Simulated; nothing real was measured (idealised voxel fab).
process module | voxel spacer lines
cross-section cut | 155 nm wide | cells 5 nm
A cross-section is a grid of square cells, given in bands from the top down. A band is one or more rows of cells.
Each band's line starts with the height of the band's top and of its bottom, in nm. Then come its materials from left to right, each with its width in nm. One material with "throughout" fills the band from edge to edge. "air" is empty space.
Height 0 is the level under which the wafer as received is all one material. The lowest band goes on downwards, as in "0 down".
A width such as "30 to 40" changes by the same amount from each row of cells to the next, from the band's top row to its bottom row.
"no change" after a step means that no cell of the cross-section changed.
closed voids: empty space of 8 cells or more with no open way to the top, each as width x height at its distance from the left edge, in nm
after a step's settings: what the simulator itself notes on the step
overlay nm, on a step with a mask: how far to the right of its planned place the mask lay; to the left if negative
plan
1 op RECEIVE | material Si
2 op CONFORMAL_DEP | material SiO2 | thk nm 10
3 op DIRECTIONAL_DEP | material polySi | thk nm 10
4 op DIRECTIONAL_DEP | material aC | thk nm 30
5 op PATTERN | tone cover | mask id MANDREL | material resist | width nm 20 | pitch nm 60 | thk nm 35 | overlay nm 0
6 op DIRECTIONAL_ETCH | etch materials aC | depth nm 30
7 op STRIP | etch materials resist
8 op CONFORMAL_DEP | material SiN | thk nm 10
9 op DIRECTIONAL_ETCH | etch materials SiN | depth nm 10
10 op STRIP | etch materials aC
11 op DIRECTIONAL_ETCH | etch materials polySi | depth nm 10
12 op STRIP | etch materials SiN
first wafer, as planned
as received, after step 1
  0 down: Si throughout
  closed voids: none
after step 2
  10 to 0: SiO2 throughout
  below 0: unchanged
after step 3
  20 to 10: polySi throughout
  below 10: unchanged
after step 4
  50 to 20: aC throughout
  below 20: unchanged
after step 5
  85 to 50: air 35 | resist 20 | air 40 | resist 20 | air 40
  below 50: unchanged
after step 6
  55 to 50: air 35 | resist 20 | air 40 | resist 20 | air 40
  50 to 20: air 35 | aC 20 | air 40 | aC 20 | air 40
  below 20: unchanged
after step 7
  50 to 20: air 35 | aC 20 | air 40 | aC 20 | air 40
  below 20: unchanged
after step 8
  60 to 50: air 25 | SiN 40 | air 20 | SiN 40 | air 30
  50 to 30: air 25 | SiN 10 | aC 20 | SiN 10 | air 20 | SiN 10 | aC 20 | SiN 10 | air 30
  30 to 20: SiN 35 | aC 20 | SiN 40 | aC 20 | SiN 40
  below 20: unchanged
after step 9
  50 to 20: air 25 | SiN 10 | aC 20 | SiN 10 | air 20 | SiN 10 | aC 20 | SiN 10 | air 30
  below 20: unchanged
after step 10
  50 to 20: air 25 | SiN 10 | air 20 | SiN 10 | air 20 | SiN 10 | air 20 | SiN 10 | air 30
  below 20: unchanged
after step 11
  50 to 20: air 25 | SiN 10 | air 20 | SiN 10 | air 20 | SiN 10 | air 20 | SiN 10 | air 30
  20 to 10: air 25 | polySi 10 | air 20 | polySi 10 | air 20 | polySi 10 | air 20 | polySi 10 | air 30
  below 10: unchanged
after step 12
  20 to 10: air 25 | polySi 10 | air 20 | polySi 10 | air 20 | polySi 10 | air 20 | polySi 10 | air 30
  below 10: unchanged
second wafer: like start, like plan, one mistake. Through step 1 it matches the first wafer
when step 2 should have ended
  15 to 0: SiO2 throughout
  below 0: unchanged
when step 3 should have ended
  25 to 15: polySi throughout
  below 15: unchanged
when step 4 should have ended
  55 to 25: aC throughout
  below 25: unchanged
when step 5 should have ended
  90 to 55: air 35 | resist 20 | air 40 | resist 20 | air 40
  below 55: unchanged
when step 6 should have ended
  60 to 55: air 35 | resist 20 | air 40 | resist 20 | air 40
  55 to 25: air 35 | aC 20 | air 40 | aC 20 | air 40
  below 25: unchanged
when step 7 should have ended
  55 to 25: air 35 | aC 20 | air 40 | aC 20 | air 40
  below 25: unchanged
when step 8 should have ended
  65 to 55: air 25 | SiN 40 | air 20 | SiN 40 | air 30
  55 to 35: air 25 | SiN 10 | aC 20 | SiN 10 | air 20 | SiN 10 | aC 20 | SiN 10 | air 30
  35 to 25: SiN 35 | aC 20 | SiN 40 | aC 20 | SiN 40
  below 25: unchanged
when step 9 should have ended
  55 to 25: air 25 | SiN 10 | aC 20 | SiN 10 | air 20 | SiN 10 | aC 20 | SiN 10 | air 30
  below 25: unchanged
when step 10 should have ended
  55 to 25: air 25 | SiN 10 | air 20 | SiN 10 | air 20 | SiN 10 | air 20 | SiN 10 | air 30
  below 25: unchanged
when step 11 should have ended
  55 to 25: air 25 | SiN 10 | air 20 | SiN 10 | air 20 | SiN 10 | air 20 | SiN 10 | air 30
  25 to 15: air 25 | polySi 10 | air 20 | polySi 10 | air 20 | polySi 10 | air 20 | polySi 10 | air 30
  below 15: unchanged
when step 12 should have ended
  25 to 15: air 25 | polySi 10 | air 20 | polySi 10 | air 20 | polySi 10 | air 20 | polySi 10 | air 30
  below 15: unchanged
what went wrong: step 2 ran as: op CONFORMAL_DEP | material SiO2 | thk nm 15
at the end the second wafer has, in cells: 31 more of SiO2
